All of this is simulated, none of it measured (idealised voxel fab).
Process module name: voxel released beams
The width of the displayed cross-section, cut, is 145 nm; its cells are square, with a size of 5 nm.
This document writes a cross-section as a grid whose cells are square, and gives it as bands, listed from the top down; one or more rows of cells form a band. Quick guide to a band line: top height, bottom height (nm) up front; then every material left to right with its width in nm. Only one material and it's marked "throughout"? Then it fills the band edge to edge. And "empty" just means empty space. Heights are reckoned from 0. Under this level, the received wafer is all of one material. The bottommost band is open-ended downward, for example "from 0 down". You'd read "30..40" like this: the band's top row of cells is as wide as the first number, its bottom row is as wide as the second, and going down, every row changes width by the same amount as the row before did. Step note "nothing different" = no cross-section cell changed. "Closed void listing": sealed empty spaces, 8 cells or more, no open way to top, listed width x height at distance, with distance from the left edge and width, height and distance in nm. after a step's settings: what the simulator itself notes on the step. A step's line can hold "overlay nm"; with a mask on that step, the setting says how far right of the planned place the mask lay, while a negative setting says it lay to the left.
THE PLANNED PROCESS STEPS ARE ENUMERATED HEREUNDER
1 RECEIVE, material Si
2 CONFORMAL_DEP, material Al2O3, thk nm 10
3 DIRECTIONAL_DEP, material SiO2, thk nm 20
4 DIRECTIONAL_DEP, material aC, thk nm 15
5 PATTERN, tone open, mask id ANCHOR, material resist, width nm 25, thk nm 30, overlay nm 0
6 DIRECTIONAL_ETCH, etch materials aC, depth nm 15
7 STRIP, etch materials resist
8 DIRECTIONAL_ETCH, etch materials SiO2, depth nm 20
9 STRIP, etch materials aC
10 CONFORMAL_DEP, material SiN, thk nm 10
11 PATTERN, tone cover, mask id BEAM, material resist, width nm 80, thk nm 15, overlay nm 0
12 DIRECTIONAL_ETCH, etch materials SiN, depth nm 10
13 STRIP, etch materials resist
14 STRIP, etch materials SiO2
WAFER CROSS-SECTION ON RECEIPT, I.E. AFTER STEP 1
    from 0 down = Si throughout
    Closed void listing: none
HERE'S THE CROSS-SECTION OF THE FIRST OF OUR TWO WAFERS AT THE END OF THE MODULE - IT RAN AS PLANNED
    from 40 to 30 = 30 nm empty  15 nm SiN  5 nm empty  60 nm SiN  35 nm empty
    from 30 to 20 = 35 nm empty  10 nm SiN  5 nm empty  10 nm SiN  85 nm empty
    from 20 to 10 = 35 nm empty  25 nm SiN  85 nm empty
    from 10 to 0 = Al2O3 throughout
    from 0 down = Si throughout
    Closed void listing: none
SECOND WAFER THROUGH THE MODULE, SECTIONED AT THE END: SAME BEGINNING AND SAME PLAN AS THE FIRST WAFER, WITH ONE MISTAKE IN CARRYING IT OUT
    from 40 to 30 = 30 nm empty  80 nm SiN  35 nm empty
    from 30 to 20 = Al2O3 throughout
    from 20 to 0 = SiO2 throughout
    from 0 down = Si throughout
    Closed void listing: none
Diagnosis: swap of plan steps 2 and 3 during execution
Once processing is complete, comparing cell counts shows that the second wafer has more or fewer of certain materials than the first: SiN: 16 fewer | SiO2: 116 more
